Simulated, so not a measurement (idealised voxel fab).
The name of this process module is voxel quadruple lines.
The cross-section on display is named cut; it measures 205 nm wide, and its cells are 5 nm squares.
When this document writes out a cross-section, it uses a grid of square cells and lists it as bands, beginning at the top and moving down, with a band standing for one or more rows of cells.
Within each band entry, the heights of the top and of the bottom of the band appear first, in that order and in nm; the materials of the band then follow from left to right, each with its corresponding width in nm. The designation "edge to edge" on a single material indicates that it fills the band from edge to edge; the designation "empty" indicates empty space.
Height is counted from the level 0, under which the received wafer is composed throughout of one material. The lowest of the bands is not closed at the bottom but continues downward, in the notation "0 -> down".
The expression "30 to 40" gives the width at the extremes of the band, the first number at its top row of cells and the second at its bottom row, with the width changing by equal amounts from each row to the next in between.
Given "nothing altered" for a step, no cell of the cross-section differs between before and after that step.
This entry, "Closed void listing", enumerates those empty regions of no fewer than 8 cells that possess no open connection to the top. Each region is reported in the form width x height at distance, the distance being taken from the left edge, with all three quantities expressed in nm.
On a step's line, text after the settings is the simulator commenting on that step.
Steps that use a mask can have "overlay nm" on their line. It says how far the mask sat to the right of where it was meant to be. Negative means to the left.
INTENDED PROCESS STEPS
1) RECEIVE | material Si
2) CONFORMAL_DEP | material Al2O3 | thk nm 5
3) DIRECTIONAL_DEP | material Ru | thk nm 15
4) DIRECTIONAL_DEP | material polySi | thk nm 15
5) DIRECTIONAL_DEP | material aC | thk nm 25
6) PATTERN | tone cover | mask id MANDREL | material resist | width nm 30 | thk nm 30 | overlay nm 0
7) DIRECTIONAL_ETCH | etch materials aC | depth nm 25
8) STRIP | etch materials resist
9) CONFORMAL_DEP | material SiO2 | thk nm 10
10) DIRECTIONAL_ETCH | etch materials SiO2 | depth nm 10
11) STRIP | etch materials aC
12) DIRECTIONAL_ETCH | etch materials polySi | depth nm 15
13) STRIP | etch materials SiO2
14) CONFORMAL_DEP | material SiCN | thk nm 10
15) DIRECTIONAL_ETCH | etch materials SiCN | depth nm 10
16) STRIP | etch materials polySi
17) DIRECTIONAL_ETCH | etch materials Ru | depth nm 15
18) STRIP | etch materials SiCN
19) FILL_DEP | material lowk | thk nm 10
20) CMP | height nm 20
INCOMING WAFER, CROSS-SECTIONAL VIEW, POST STEP 1
* 0 -> down: Si edge to edge
* Closed void listing: none
END STATE OF THE MODULE IN CROSS-SECTION, GIVEN THE ABOVE STARTING POINT AND PLAN AND ONE MISTAKE IN EXECUTION
* 20 -> 5: lowk: 65 | Ru: 10 | lowk: 10 | Ru: 10 | lowk: 15 | Ru: 10 | lowk: 10 | Ru: 10 | lowk: 65
* 5 -> 0: Al2O3 edge to edge
* 0 -> down: Si edge to edge
* Closed void listing: none
The plan and the run diverged here: step 6 did not use the planned setting and instead ran as PATTERN | tone cover | mask id MANDREL | material resist | width nm 35 | thk nm 30 | overlay nm 0
